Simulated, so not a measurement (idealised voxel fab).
Title: Process Module voxel transistor to metal
Cross-section cut: width 180 nm, square cells of 5 nm.
A cross-section is written here as square cells arranged in a grid, and it is given in bands from the top down, each band taking up one or more rows of cells.
Band entry format. Leading values: height of top, height of bottom, nm. Remainder: materials in left-to-right order, each with its width in nm. Special words: "full width" on a single material, which then fills the band edge to edge; "blank", empty space.
Heights are measured from 0, the level below which the as-received wafer is all one material; the lowest band has no bottom and continues downward, written as in "0 down".
Width: "30->40" (first number = top row, second number = bottom row, same change from row to row of cells).
No cell of the cross-section changed in a step that is given as "all unchanged".
The entry titled "Enclosed cavities" provides the empty spaces that have no open way to the top, restricted to those of 8 cells or more. Each is presented as width x height at distance, the distance being measured from the left edge, with all three in nm.
It should be noted that, on the line of a given step, the content following the step's settings is a remark produced by the simulator itself with respect to that step.
overlay nm: right-of-plan distance of the mask on a masked step; negative values mean left-of-plan.
What follows is a series of pairs. Each pair shows a cross-section before one process step and the cross-section after it, and the after view is drawn only down to the lowest band that changed. Beneath each pair is the step that lies between the two, with its settings. Pairs may come from different runs of this module on the same starting wafer, so a pair continues from the one above it only where its entry headed "Pre-step geometry" says so.

[Pre-step geometry]
    0 down = Si full width
    Enclosed cavities: none

[Resulting Cross-Section]
    5 to 0 = SiO2 full width
    For the remainder of the cross-section, below 0, there is no change.
    Enclosed cavities: none
Applied between the two views above: CONFORMAL_DEP [material SiO2] [thk nm 5]

Pre-step geometry: starting point is the after cross-section of the pair just above.

[Resulting Cross-Section]
    15 to 5 = SiN full width
    For the remainder of the cross-section, below 5, there is no change.
    Enclosed cavities: none
Applied between the two views above: CONFORMAL_DEP [material SiN] [thk nm 10]

Pre-step geometry: starting point is the after cross-section of the pair just above.

[Resulting Cross-Section]
    35 to 15 = 35 of blank  105 of resist  40 of blank
    For the remainder of the cross-section, below 15, there is no change.
    Enclosed cavities: none
Applied between the two views above: PATTERN [tone cover] [mask id ACTIVE] [material resist] [width nm 105] [thk nm 20] [overlay nm 0]

Pre-step geometry: starting point is the after cross-section of the pair just above.

[Resulting Cross-Section]
    35 to 15 = 35 of blank  105 of resist  40 of blank
    15 to 5 = 35 of blank  105 of SiN  40 of blank
    For the remainder of the cross-section, below 5, there is no change.
    Enclosed cavities: none
Applied between the two views above: DIRECTIONAL_ETCH [etch materials SiN] [depth nm 10]

Pre-step geometry: starting point is the after cross-section of the pair just above.

[Resulting Cross-Section]
    35 to 15 = 35 of blank  105 of resist  40 of blank
    15 to 5 = 35 of blank  105 of SiN  40 of blank
    5 to 0 = 35 of blank  105 of SiO2  40 of blank
    For the remainder of the cross-section, below 0, there is no change.
    Enclosed cavities: none
Applied between the two views above: DIRECTIONAL_ETCH [etch materials SiO2] [depth nm 5]

Pre-step geometry: starting point is the after cross-section of the pair just above.

[Resulting Cross-Section]
    35 to 15 = 35 of blank  105 of resist  40 of blank
    15 to 5 = 35 of blank  105 of SiN  40 of blank
    5 to 0 = 35 of blank  105 of SiO2  40 of blank
    0 to -35 = 35 of blank  105 of Si  40 of blank
    For the remainder of the cross-section, below -35, there is no change.
    Enclosed cavities: none
Applied between the two views above: DIRECTIONAL_ETCH [etch materials Si] [depth nm 35]

Pre-step geometry: starting point is the after cross-section of the pair just above.

[Resulting Cross-Section]
    15 to 5 = 35 of blank  105 of SiN  40 of blank
    For the remainder of the cross-section, below 5, there is no change.
    Enclosed cavities: none
Applied between the two views above: STRIP [etch materials resist]

Pre-step geometry: starting point is the after cross-section of the pair just above.

[Resulting Cross-Section]
    15 to 5 = 35 of blank  105 of SiN  40 of blank
    5 to 0 = 35 of blank  105 of SiO2  40 of blank
    0 to -35 = 35 of blank  5 of SiO2  95 of Si  5 of SiO2  40 of blank
    -35 to -40 = 40 of SiO2  95 of Si  45 of SiO2
    For the remainder of the cross-section, below -40, there is no change.
    Enclosed cavities: none
Applied between the two views above: OXIDIZE [depth nm 5]

Pre-step geometry: starting point is the after cross-section of the pair just above.

[Resulting Cross-Section]
    20 to 15 = SiO2 full width
    15 to 5 = 35 of SiO2  105 of SiN  40 of SiO2
    5 to 0 = SiO2 full width
    0 to -40 = 40 of SiO2  95 of Si  45 of SiO2
    For the remainder of the cross-section, below -40, there is no change.
    Enclosed cavities: none
Applied between the two views above: FILL_DEP [material SiO2] [thk nm 5]

Pre-step geometry: starting point is the after cross-section of the pair just above.

[Resulting Cross-Section]
    15 to 5 = 35 of SiO2  105 of SiN  40 of SiO2
    For the remainder of the cross-section, below 5, there is no change.
    Enclosed cavities: none
Applied between the two views above: CMP [height nm 15]

Pre-step geometry: starting point is the after cross-section of the pair just above.

[Resulting Cross-Section]
    15 to 5 = 35 of blank  105 of SiN  40 of blank
    For the remainder of the cross-section, below 5, there is no change.
    Enclosed cavities: none
Applied between the two views above: SELECTIVE_ETCH [etch materials SiO2] [depth nm 10]

Pre-step geometry: starting point is the after cross-section of the pair just above.

[Resulting Cross-Section]
    5 to 0 = SiO2 full width
    For the remainder of the cross-section, below 0, there is no change.
    Enclosed cavities: none
Applied between the two views above: STRIP [etch materials SiN]

Pre-step geometry: starting point is the after cross-section of the pair just above.

[Resulting Cross-Section]
    0 to -40 = 40 of SiO2  95 of Si  45 of SiO2
    For the remainder of the cross-section, below -40, there is no change.
    Enclosed cavities: none
Applied between the two views above: SELECTIVE_ETCH [etch materials SiO2] [depth nm 5]

Pre-step geometry: starting point is the after cross-section of the pair just above.

[Resulting Cross-Section]
    0 to -5 = SiO2 full width
    For the remainder of the cross-section, below -5, there is no change.
    Enclosed cavities: none
Applied between the two views above: OXIDIZE [depth nm 5]

Pre-step geometry: starting point is the after cross-section of the pair just above.

[Resulting Cross-Section]
    20 to 0 = polySi full width
    For the remainder of the cross-section, below 0, there is no change.
    Enclosed cavities: none
Applied between the two views above: DIRECTIONAL_DEP [material polySi] [thk nm 20]

Pre-step geometry: starting point is the after cross-section of the pair just above.

[Resulting Cross-Section]
    30 to 20 = SiCN full width
    For the remainder of the cross-section, below 20, there is no change.
    Enclosed cavities: none
Applied between the two views above: DIRECTIONAL_DEP [material SiCN] [thk nm 10]

Pre-step geometry: starting point is the after cross-section of the pair just above.

[Resulting Cross-Section]
    50 to 30 = 75 of blank  25 of resist  80 of blank
    For the remainder of the cross-section, below 30, there is no change.
    Enclosed cavities: none
Applied between the two views above: PATTERN [tone cover] [mask id GATE] [material resist] [width nm 25] [thk nm 20] [overlay nm 0]

Pre-step geometry: starting point is the after cross-section of the pair just above.

[Resulting Cross-Section]
    50 to 30 = 75 of blank  25 of resist  80 of blank
    30 to 20 = 75 of blank  25 of SiCN  80 of blank
    For the remainder of the cross-section, below 20, there is no change.
    Enclosed cavities: none
Applied between the two views above: DIRECTIONAL_ETCH [etch materials SiCN] [depth nm 20]

Pre-step geometry: starting point is the after cross-section of the pair just above.

[Resulting Cross-Section]
    50 to 30 = 75 of blank  25 of resist  80 of blank
    30 to 20 = 75 of blank  25 of SiCN  80 of blank
    20 to 0 = 75 of blank  25 of polySi  80 of blank
    For the remainder of the cross-section, below 0, there is no change.
    Enclosed cavities: none
Applied between the two views above: DIRECTIONAL_ETCH [etch materials polySi] [depth nm 30]

Pre-step geometry: starting point is the after cross-section of the pair just above.

[Resulting Cross-Section]
    30 to 20 = 75 of blank  25 of SiCN  80 of blank
    For the remainder of the cross-section, below 20, there is no change.
    Enclosed cavities: none
Applied between the two views above: STRIP [etch materials resist]

Pre-step geometry: starting point is the after cross-section of the pair just above.

[Resulting Cross-Section]
    40 to 30 = 65 of blank  45 of SiN  70 of blank
    30 to 20 = 65 of blank  10 of SiN  25 of SiCN  10 of SiN  70 of blank
    20 to 10 = 65 of blank  10 of SiN  25 of polySi  10 of SiN  70 of blank
    10 to 0 = 75 of SiN  25 of polySi  80 of SiN
    For the remainder of the cross-section, below 0, there is no change.
    Enclosed cavities: none
Applied between the two views above: CONFORMAL_DEP [material SiN] [thk nm 10]

Pre-step geometry: starting point is the after cross-section of the pair just above.

[Resulting Cross-Section]
    30 to 20 = 65 of blank  10 of SiN  25 of SiCN  10 of SiN  70 of blank
    20 to 0 = 65 of blank  10 of SiN  25 of polySi  10 of SiN  70 of blank
    For the remainder of the cross-section, below 0, there is no change.
    Enclosed cavities: none
Applied between the two views above: DIRECTIONAL_ETCH [etch materials SiN] [depth nm 10]

Pre-step geometry: starting point is the after cross-section of the pair just above.

[Resulting Cross-Section]
    30 to 20 = 65 of blank  10 of SiN  25 of SiCN  10 of SiN  70 of blank
    20 to 0 = 65 of blank  10 of SiN  25 of polySi  10 of SiN  70 of blank
    0 to -5 = 65 of blank  45 of SiO2  70 of blank
    For the remainder of the cross-section, below -5, there is no change.
    Enclosed cavities: none
Applied between the two views above: DIRECTIONAL_ETCH [etch materials SiO2] [depth nm 5]

Pre-step geometry: starting point is the after cross-section of the pair just above.

[Resulting Cross-Section]
    30 to 20 = 65 of blank  10 of SiN  25 of SiCN  10 of SiN  70 of blank
    20 to 0 = 65 of blank  10 of SiN  25 of polySi  10 of SiN  70 of blank
    0 to -5 = 65 of blank  45 of SiO2  70 of blank
    -5 to -20 = 40 of SiO2  25 of blank  45 of Si  25 of blank  45 of SiO2
    For the remainder of the cross-section, below -20, there is no change.
    Enclosed cavities: none
Applied between the two views above: DIRECTIONAL_ETCH [etch materials Si] [depth nm 15]

Pre-step geometry: starting point is the after cross-section of the pair just above.

[Resulting Cross-Section]
    30 to 20 = 65 of blank  10 of SiN  25 of SiCN  10 of SiN  70 of blank
    20 to 10 = 65 of blank  10 of SiN  25 of polySi  10 of SiN  70 of blank
    10 to 0 = 50 of blank  15 of pSi  10 of SiN  25 of polySi  10 of SiN  15 of pSi  55 of blank
    0 to -5 = 50 of blank  15 of pSi  45 of SiO2  15 of pSi  55 of blank
    -5 to -20 = 40 of SiO2  25 of pSi  45 of Si  25 of pSi  45 of SiO2
    For the remainder of the cross-section, below -20, there is no change.
    Enclosed cavities: none
Applied between the two views above: EPI [material pSi] [thk nm 15]

Pre-step geometry: starting point is the after cross-section of the pair just above.

[Resulting Cross-Section]
    35 to 30 = SiO2 full width
    30 to 20 = 65 of SiO2  10 of SiN  25 of SiCN  10 of SiN  70 of SiO2
    20 to 10 = 65 of SiO2  10 of SiN  25 of polySi  10 of SiN  70 of SiO2
    10 to 0 = 50 of SiO2  15 of pSi  10 of SiN  25 of polySi  10 of SiN  15 of pSi  55 of SiO2
    0 to -5 = 50 of SiO2  15 of pSi  45 of SiO2  15 of pSi  55 of SiO2
    For the remainder of the cross-section, below -5, there is no change.
    Enclosed cavities: none
Applied between the two views above: FILL_DEP [material SiO2] [thk nm 5]

Pre-step geometry: starting point is the after cross-section of the pair just above.

[Resulting Cross-Section]
    20 to 10 = 65 of SiO2  10 of SiN  25 of polySi  10 of SiN  70 of SiO2
    For the remainder of the cross-section, below 10, there is no change.
    Enclosed cavities: none
Applied between the two views above: CMP [height nm 20]

Pre-step geometry: starting point is the after cross-section of the pair just above.

[Resulting Cross-Section]
    20 to 10 = 65 of SiO2  10 of SiN  25 of blank  10 of SiN  70 of SiO2
    10 to 0 = 50 of SiO2  15 of pSi  10 of SiN  25 of blank  10 of SiN  15 of pSi  55 of SiO2
    For the remainder of the cross-section, below 0, there is no change.
    Enclosed cavities: none
Applied between the two views above: STRIP [etch materials polySi]

Pre-step geometry: starting point is the after cross-section of the pair just above.

[Resulting Cross-Section]
    20 to 15 = 65 of blank  10 of SiN  25 of blank  10 of SiN  70 of blank
    15 to 10 = 65 of SiO2  10 of SiN  25 of blank  10 of SiN  70 of SiO2
    10 to 0 = 50 of SiO2  15 of pSi  10 of SiN  25 of blank  10 of SiN  15 of pSi  55 of SiO2
    0 to -5 = 50 of SiO2  15 of pSi  5 of SiO2  35 of blank  5 of SiO2  15 of pSi  55 of SiO2
    For the remainder of the cross-section, below -5, there is no change.
    Enclosed cavities: none
Applied between the two views above: SELECTIVE_ETCH [etch materials SiO2] [depth nm 5]

Pre-step geometry: starting point is the after cross-section of the pair just above.

[Resulting Cross-Section]
    25 to 20 = 60 of blank  20 of HfO2  15 of blank  20 of HfO2  65 of blank
    20 to 15 = 65 of HfO2  10 of SiN  5 of HfO2  15 of blank  5 of HfO2  10 of SiN  70 of HfO2
    15 to 10 = 65 of SiO2  10 of SiN  5 of HfO2  15 of blank  5 of HfO2  10 of SiN  70 of SiO2
    10 to 0 = 50 of SiO2  15 of pSi  10 of SiN  5 of HfO2  15 of blank  5 of HfO2  10 of SiN  15 of pSi  55 of SiO2
    0 to -5 = 50 of SiO2  15 of pSi  5 of SiO2  35 of HfO2  5 of SiO2  15 of pSi  55 of SiO2
    For the remainder of the cross-section, below -5, there is no change.
    Enclosed cavities: none
Applied between the two views above: CONFORMAL_DEP [material HfO2] [thk nm 5]

Pre-step geometry: starting point is the after cross-section of the pair just above.

[Resulting Cross-Section]
    30 to 25 = 55 of blank  30 of TiN  5 of blank  30 of TiN  60 of blank
    25 to 20 = 60 of TiN  20 of HfO2  5 of TiN  5 of blank  5 of TiN  20 of HfO2  65 of TiN
    20 to 15 = 65 of HfO2  10 of SiN  5 of HfO2  5 of TiN  5 of blank  5 of TiN  5 of HfO2  10 of SiN  70 of HfO2
    15 to 10 = 65 of SiO2  10 of SiN  5 of HfO2  5 of TiN  5 of blank  5 of TiN  5 of HfO2  10 of SiN  70 of SiO2
    10 to 5 = 50 of SiO2  15 of pSi  10 of SiN  5 of HfO2  5 of TiN  5 of blank  5 of TiN  5 of HfO2  10 of SiN  15 of pSi  55 of SiO2
    5 to 0 = 50 of SiO2  15 of pSi  10 of SiN  5 of HfO2  15 of TiN  5 of HfO2  10 of SiN  15 of pSi  55 of SiO2
    For the remainder of the cross-section, below 0, there is no change.
    Enclosed cavities: none
Applied between the two views above: CONFORMAL_DEP [material TiN] [thk nm 5]

Pre-step geometry: starting point is the after cross-section of the pair just above.

[Resulting Cross-Section]
    35 to 30 = W full width
    30 to 25 = 55 of W  30 of TiN  5 of W  30 of TiN  60 of W
    25 to 20 = 60 of TiN  20 of HfO2  5 of TiN  5 of W  5 of TiN  20 of HfO2  65 of TiN
    20 to 15 = 65 of HfO2  10 of SiN  5 of HfO2  5 of TiN  5 of W  5 of TiN  5 of HfO2  10 of SiN  70 of HfO2
    15 to 10 = 65 of SiO2  10 of SiN  5 of HfO2  5 of TiN  5 of W  5 of TiN  5 of HfO2  10 of SiN  70 of SiO2
    10 to 5 = 50 of SiO2  15 of pSi  10 of SiN  5 of HfO2  5 of TiN  5 of W  5 of TiN  5 of HfO2  10 of SiN  15 of pSi  55 of SiO2
    For the remainder of the cross-section, below 5, there is no change.
    Enclosed cavities: none
Applied between the two views above: FILL_DEP [material W] [thk nm 5]

Pre-step geometry: starting point is the after cross-section of the pair just above.

[Resulting Cross-Section]
    15 to 10 = 65 of SiO2  10 of SiN  5 of HfO2  5 of TiN  5 of W  5 of TiN  5 of HfO2  10 of SiN  70 of SiO2
    For the remainder of the cross-section, below 10, there is no change.
    Enclosed cavities: none
Applied between the two views above: CMP [height nm 15]

Pre-step geometry: starting point is the after cross-section of the pair just above.

[Resulting Cross-Section]
    30 to 15 = SiO2 full width
    For the remainder of the cross-section, below 15, there is no change.
    Enclosed cavities: none
Applied between the two views above: DIRECTIONAL_DEP [material SiO2] [thk nm 15]

Pre-step geometry: starting point is the after cross-section of the pair just above.

[Resulting Cross-Section]
    40 to 30 = aC full width
    For the remainder of the cross-section, below 30, there is no change.
    Enclosed cavities: none
Applied between the two views above: DIRECTIONAL_DEP [material aC] [thk nm 10]

Pre-step geometry: starting point is the after cross-section of the pair just above.

[Resulting Cross-Section]
    70 to 40 = 45 of resist  15 of blank  55 of resist  15 of blank  50 of resist
    For the remainder of the cross-section, below 40, there is no change.
    Enclosed cavities: none
Applied between the two views above: PATTERN [tone open] [mask id CONTACT] [material resist] [width nm 15] [pitch nm 70] [thk nm 30] [overlay nm 0]

Pre-step geometry: starting point is the after cross-section of the pair just above.

[Resulting Cross-Section]
    60 to 40 = 45 of resist  15 of blank  55 of resist  15 of blank  50 of resist
    40 to 30 = 45 of aC  15 of blank  55 of aC  15 of blank  50 of aC
    For the remainder of the cross-section, below 30, there is no change.
    Enclosed cavities: none
Applied between the two views above: DIRECTIONAL_ETCH [etch materials aC] [depth nm 10]

Pre-step geometry: starting point is the after cross-section of the pair just above.

[Resulting Cross-Section]
    40 to 30 = 45 of aC  15 of blank  55 of aC  15 of blank  50 of aC
    For the remainder of the cross-section, below 30, there is no change.
    Enclosed cavities: none
Applied between the two views above: STRIP [etch materials resist]

Pre-step geometry: starting point is the after cross-section of the pair just above.

[Resulting Cross-Section]
    40 to 30 = 45 of aC  15 of blank  55 of aC  15 of blank  50 of aC
    30 to 15 = 45 of SiO2  15 of blank  55 of SiO2  15 of blank  50 of SiO2
    15 to 10 = 45 of SiO2  15 of blank  5 of SiO2  10 of SiN  5 of HfO2  5 of TiN  5 of W  5 of TiN  5 of HfO2  10 of SiN  5 of SiO2  15 of blank  50 of SiO2
    10 to 5 = 45 of SiO2  5 of blank  15 of pSi  10 of SiN  5 of HfO2  5 of TiN  5 of W  5 of TiN  5 of HfO2  10 of SiN  15 of pSi  5 of blank  50 of SiO2
    5 to 0 = 45 of SiO2  5 of blank  15 of pSi  10 of SiN  5 of HfO2  15 of TiN  5 of HfO2  10 of SiN  15 of pSi  5 of blank  50 of SiO2
    0 to -5 = 45 of SiO2  5 of blank  15 of pSi  5 of SiO2  35 of HfO2  5 of SiO2  15 of pSi  5 of blank  50 of SiO2
    For the remainder of the cross-section, below -5, there is no change.
    Enclosed cavities: none
Applied between the two views above: DIRECTIONAL_ETCH [etch materials SiO2] [depth nm 35]

Pre-step geometry: starting point is the after cross-section of the pair just above.

[Resulting Cross-Section]
    30 to 15 = 45 of SiO2  15 of blank  55 of SiO2  15 of blank  50 of SiO2
    For the remainder of the cross-section, below 15, there is no change.
    Enclosed cavities: none
Applied between the two views above: STRIP [etch materials aC]

Pre-step geometry: starting point is the after cross-section of the pair just above.

[Resulting Cross-Section]
    35 to 30 = 50 of TiN  5 of blank  65 of TiN  5 of blank  55 of TiN
    30 to 15 = 45 of SiO2  5 of TiN  5 of blank  5 of TiN  55 of SiO2  5 of TiN  5 of blank  5 of TiN  50 of SiO2
    15 to 10 = 45 of SiO2  15 of TiN  5 of SiO2  10 of SiN  5 of HfO2  5 of TiN  5 of W  5 of TiN  5 of HfO2  10 of SiN  5 of SiO2  15 of TiN  50 of SiO2
    10 to 5 = 45 of SiO2  5 of TiN  15 of pSi  10 of SiN  5 of HfO2  5 of TiN  5 of W  5 of TiN  5 of HfO2  10 of SiN  15 of pSi  5 of TiN  50 of SiO2
    5 to 0 = 45 of SiO2  5 of TiN  15 of pSi  10 of SiN  5 of HfO2  15 of TiN  5 of HfO2  10 of SiN  15 of pSi  5 of TiN  50 of SiO2
    0 to -5 = 45 of SiO2  5 of TiN  15 of pSi  5 of SiO2  35 of HfO2  5 of SiO2  15 of pSi  5 of TiN  50 of SiO2
    For the remainder of the cross-section, below -5, there is no change.
    Enclosed cavities: none
Applied between the two views above: CONFORMAL_DEP [material TiN] [thk nm 5]

Pre-step geometry: starting point is the after cross-section of the pair just above.

[Resulting Cross-Section]
    45 to 35 = W full width
    35 to 30 = 50 of TiN  5 of W  65 of TiN  5 of W  55 of TiN
    30 to 15 = 45 of SiO2  5 of TiN  5 of W  5 of TiN  55 of SiO2  5 of TiN  5 of W  5 of TiN  50 of SiO2
    For the remainder of the cross-section, below 15, there is no change.
    Enclosed cavities: none
Applied between the two views above: FILL_DEP [material W] [thk nm 10]

Pre-step geometry: starting point is the after cross-section of the pair just above.

[Resulting Cross-Section]
    30 to 15 = 45 of SiO2  5 of TiN  5 of W  5 of TiN  55 of SiO2  5 of TiN  5 of W  5 of TiN  50 of SiO2
    For the remainder of the cross-section, below 15, there is no change.
    Enclosed cavities: none
Applied between the two views above: CMP [height nm 30]

Pre-step geometry: starting point is the after cross-section of the pair just above.

[Resulting Cross-Section]
    35 to 30 = SiCN full width
    For the remainder of the cross-section, below 30, there is no change.
    Enclosed cavities: none
Applied between the two views above: CONFORMAL_DEP [material SiCN] [thk nm 5]

Pre-step geometry: starting point is the after cross-section of the pair just above.

[Resulting Cross-Section]
    50 to 35 = SiO2 full width
    For the remainder of the cross-section, below 35, there is no change.
    Enclosed cavities: none
Applied between the two views above: DIRECTIONAL_DEP [material SiO2] [thk nm 15]

Pre-step geometry: starting point is the after cross-section of the pair just above.

[Resulting Cross-Section]
    65 to 50 = aC full width
    For the remainder of the cross-section, below 50, there is no change.
    Enclosed cavities: none
Applied between the two views above: DIRECTIONAL_DEP [material aC] [thk nm 15]

Pre-step geometry: starting point is the after cross-section of the pair just above.

[Resulting Cross-Section]
    95 to 65 = 45 of resist  15 of blank  55 of resist  15 of blank  50 of resist
    For the remainder of the cross-section, below 65, there is no change.
    Enclosed cavities: none
Applied between the two views above: PATTERN [tone open] [mask id METAL_1] [material resist] [width nm 15] [pitch nm 70] [thk nm 30] [overlay nm 0]

Pre-step geometry: starting point is the after cross-section of the pair just above.

[Resulting Cross-Section]
    80 to 65 = 45 of resist  15 of blank  55 of resist  15 of blank  50 of resist
    65 to 50 = 45 of aC  15 of blank  55 of aC  15 of blank  50 of aC
    For the remainder of the cross-section, below 50, there is no change.
    Enclosed cavities: none
Applied between the two views above: DIRECTIONAL_ETCH [etch materials aC] [depth nm 15]

Pre-step geometry: starting point is the after cross-section of the pair just above.

[Resulting Cross-Section]
    65 to 50 = 45 of aC  15 of blank  55 of aC  15 of blank  50 of aC
    For the remainder of the cross-section, below 50, there is no change.
    Enclosed cavities: none
Applied between the two views above: STRIP [etch materials resist]

Pre-step geometry: starting point is the after cross-section of the pair just above.

[Resulting Cross-Section]
    65 to 50 = 45 of aC  15 of blank  55 of aC  15 of blank  50 of aC
    50 to 35 = 45 of SiO2  15 of blank  55 of SiO2  15 of blank  50 of SiO2
    For the remainder of the cross-section, below 35, there is no change.
    Enclosed cavities: none
Applied between the two views above: DIRECTIONAL_ETCH [etch materials SiO2] [depth nm 15]

Pre-step geometry: starting point is the after cross-section of the pair just above.

[Resulting Cross-Section]
    65 to 50 = 45 of aC  15 of blank  55 of aC  15 of blank  50 of aC
    50 to 35 = 45 of SiO2  15 of blank  55 of SiO2  15 of blank  50 of SiO2
    35 to 30 = 45 of SiCN  15 of blank  55 of SiCN  15 of blank  50 of SiCN
    For the remainder of the cross-section, below 30, there is no change.
    Enclosed cavities: none
Applied between the two views above: DIRECTIONAL_ETCH [etch materials SiCN] [depth nm 5]

Pre-step geometry: starting point is the after cross-section of the pair just above.

[Resulting Cross-Section]
    50 to 35 = 45 of SiO2  15 of blank  55 of SiO2  15 of blank  50 of SiO2
    For the remainder of the cross-section, below 35, there is no change.
    Enclosed cavities: none
Applied between the two views above: STRIP [etch materials aC]

Pre-step geometry: starting point is the after cross-section of the pair just above.

[Resulting Cross-Section]
    55 to 50 = 50 of TiN  5 of blank  65 of TiN  5 of blank  55 of TiN
    50 to 35 = 45 of SiO2  5 of TiN  5 of blank  5 of TiN  55 of SiO2  5 of TiN  5 of blank  5 of TiN  50 of SiO2
    35 to 30 = 45 of SiCN  15 of TiN  55 of SiCN  15 of TiN  50 of SiCN
    For the remainder of the cross-section, below 30, there is no change.
    Enclosed cavities: none
Applied between the two views above: CONFORMAL_DEP [material TiN] [thk nm 5]

Pre-step geometry: starting point is the after cross-section of the pair just above.

[Resulting Cross-Section]
    65 to 55 = Cu full width
    55 to 50 = 50 of TiN  5 of Cu  65 of TiN  5 of Cu  55 of TiN
    50 to 35 = 45 of SiO2  5 of TiN  5 of Cu  5 of TiN  55 of SiO2  5 of TiN  5 of Cu  5 of TiN  50 of SiO2
    For the remainder of the cross-section, below 35, there is no change.
    Enclosed cavities: none
Applied between the two views above: FILL_DEP [material Cu] [thk nm 10]

Pre-step geometry: starting point is the after cross-section of the pair just above.

[Resulting Cross-Section]
    50 to 35 = 45 of SiO2  5 of TiN  5 of Cu  5 of TiN  55 of SiO2  5 of TiN  5 of Cu  5 of TiN  50 of SiO2
    For the remainder of the cross-section, below 35, there is no change.
    Enclosed cavities: none
Applied between the two views above: CMP [height nm 50]

Pre-step geometry: starting point is the after cross-section of the pair just above.

[Resulting Cross-Section]
    55 to 50 = SiCN full width
    For the remainder of the cross-section, below 50, there is no change.
    Enclosed cavities: none
Applied between the two views above: CONFORMAL_DEP [material SiCN] [thk nm 5]

Pre-step geometry: starting point is the after cross-section of the pair just above.

[Resulting Cross-Section]
    85 to 55 = SiO2 full width
    For the remainder of the cross-section, below 55, there is no change.
    Enclosed cavities: none
Applied between the two views above: DIRECTIONAL_DEP [material SiO2] [thk nm 30]

Pre-step geometry: starting point is the after cross-section of the pair just above.

[Resulting Cross-Section]
    100 to 85 = aC full width
    For the remainder of the cross-section, below 85, there is no change.
    Enclosed cavities: none
Applied between the two views above: DIRECTIONAL_DEP [material aC] [thk nm 15]

Pre-step geometry: starting point is the after cross-section of the pair just above.

[Resulting Cross-Section]
    135 to 100 = 45 of resist  15 of blank  55 of resist  15 of blank  50 of resist
    For the remainder of the cross-section, below 100, there is no change.
    Enclosed cavities: none
Applied between the two views above: PATTERN [tone open] [mask id METAL_2] [material resist] [width nm 15] [pitch nm 70] [thk nm 35] [overlay nm 0]

Pre-step geometry: starting point is the after cross-section of the pair just above.

[Resulting Cross-Section]
    120 to 100 = 45 of resist  15 of blank  55 of resist  15 of blank  50 of resist
    100 to 85 = 45 of aC  15 of blank  55 of aC  15 of blank  50 of aC
    For the remainder of the cross-section, below 85, there is no change.
    Enclosed cavities: none
Applied between the two views above: DIRECTIONAL_ETCH [etch materials aC] [depth nm 15]

Pre-step geometry: starting point is the after cross-section of the pair just above.

[Resulting Cross-Section]
    100 to 85 = 45 of aC  15 of blank  55 of aC  15 of blank  50 of aC
    For the remainder of the cross-section, below 85, there is no change.
    Enclosed cavities: none
Applied between the two views above: STRIP [etch materials resist]

Pre-step geometry: starting point is the after cross-section of the pair just above.

[Resulting Cross-Section]
    100 to 85 = 45 of aC  15 of blank  55 of aC  15 of blank  50 of aC
    85 to 65 = 45 of SiO2  15 of blank  55 of SiO2  15 of blank  50 of SiO2
    For the remainder of the cross-section, below 65, there is no change.
    Enclosed cavities: none
Applied between the two views above: DIRECTIONAL_ETCH [etch materials SiO2] [depth nm 20]

Pre-step geometry: starting point is the after cross-section of the pair just above.

[Resulting Cross-Section]
    85 to 65 = 45 of SiO2  15 of blank  55 of SiO2  15 of blank  50 of SiO2
    For the remainder of the cross-section, below 65, there is no change.
    Enclosed cavities: none
Applied between the two views above: STRIP [etch materials aC]

Pre-step geometry: starting point is the after cross-section of the pair just above.

[Resulting Cross-Section]
    100 to 85 = 45 of aC  15 of blank  55 of aC  15 of blank  50 of aC
    85 to 80 = 45 of SiO2  15 of blank  55 of SiO2  15 of blank  50 of SiO2
    80 to 65 = 45 of SiO2  15 of aC  55 of SiO2  15 of aC  50 of SiO2
    For the remainder of the cross-section, below 65, there is no change.
    Enclosed cavities: none
Applied between the two views above: DIRECTIONAL_DEP [material aC] [thk nm 15]

Pre-step geometry: starting point is the after cross-section of the pair just above.

[Resulting Cross-Section]
    135 to 100 = 45 of resist  15 of blank  55 of resist  15 of blank  50 of resist
    For the remainder of the cross-section, below 100, there is no change.
    Enclosed cavities: none
Applied between the two views above: PATTERN [tone open] [mask id METAL_2_HOLES] [material resist] [width nm 15] [pitch nm 70] [thk nm 35] [overlay nm 0]

Pre-step geometry: starting point is the after cross-section of the pair just above.

[Resulting Cross-Section]
    120 to 100 = 45 of resist  15 of blank  55 of resist  15 of blank  50 of resist
    100 to 85 = 45 of aC  15 of blank  55 of aC  15 of blank  50 of aC
    85 to 65 = 45 of SiO2  15 of blank  55 of SiO2  15 of blank  50 of SiO2
    For the remainder of the cross-section, below 65, there is no change.
    Enclosed cavities: none
Applied between the two views above: DIRECTIONAL_ETCH [etch materials aC] [depth nm 15]

Pre-step geometry: starting point is the after cross-section of the pair just above.

[Resulting Cross-Section]
    100 to 85 = 45 of aC  15 of blank  55 of aC  15 of blank  50 of aC
    For the remainder of the cross-section, below 85, there is no change.
    Enclosed cavities: none
Applied between the two views above: STRIP [etch materials resist]

Pre-step geometry: starting point is the after cross-section of the pair just above.

[Resulting Cross-Section]
    100 to 85 = 45 of aC  15 of blank  55 of aC  15 of blank  50 of aC
    85 to 55 = 45 of SiO2  15 of blank  55 of SiO2  15 of blank  50 of SiO2
    For the remainder of the cross-section, below 55, there is no change.
    Enclosed cavities: none
Applied between the two views above: DIRECTIONAL_ETCH [etch materials SiO2] [depth nm 10]

Pre-step geometry: starting point is the after cross-section of the pair just above.

[Resulting Cross-Section]
    100 to 85 = 45 of aC  15 of blank  55 of aC  15 of blank  50 of aC
    85 to 55 = 45 of SiO2  15 of blank  55 of SiO2  15 of blank  50 of SiO2
    55 to 50 = 45 of SiCN  15 of blank  55 of SiCN  15 of blank  50 of SiCN
    For the remainder of the cross-section, below 50, there is no change.
    Enclosed cavities: none
Applied between the two views above: DIRECTIONAL_ETCH [etch materials SiCN] [depth nm 5]

Pre-step geometry: starting point is the after cross-section of the pair just above.

[Resulting Cross-Section]
    85 to 55 = 45 of SiO2  15 of blank  55 of SiO2  15 of blank  50 of SiO2
    For the remainder of the cross-section, below 55, there is no change.
    Enclosed cavities: none
Applied between the two views above: STRIP [etch materials aC]

Pre-step geometry: starting point is the after cross-section of the pair just above.

[Resulting Cross-Section]
    90 to 85 = 50 of TiN  5 of blank  65 of TiN  5 of blank  55 of TiN
    85 to 55 = 45 of SiO2  5 of TiN  5 of blank  5 of TiN  55 of SiO2  5 of TiN  5 of blank  5 of TiN  50 of SiO2
    55 to 50 = 45 of SiCN  15 of TiN  55 of SiCN  15 of TiN  50 of SiCN
    For the remainder of the cross-section, below 50, there is no change.
    Enclosed cavities: none
Applied between the two views above: CONFORMAL_DEP [material TiN] [thk nm 5]
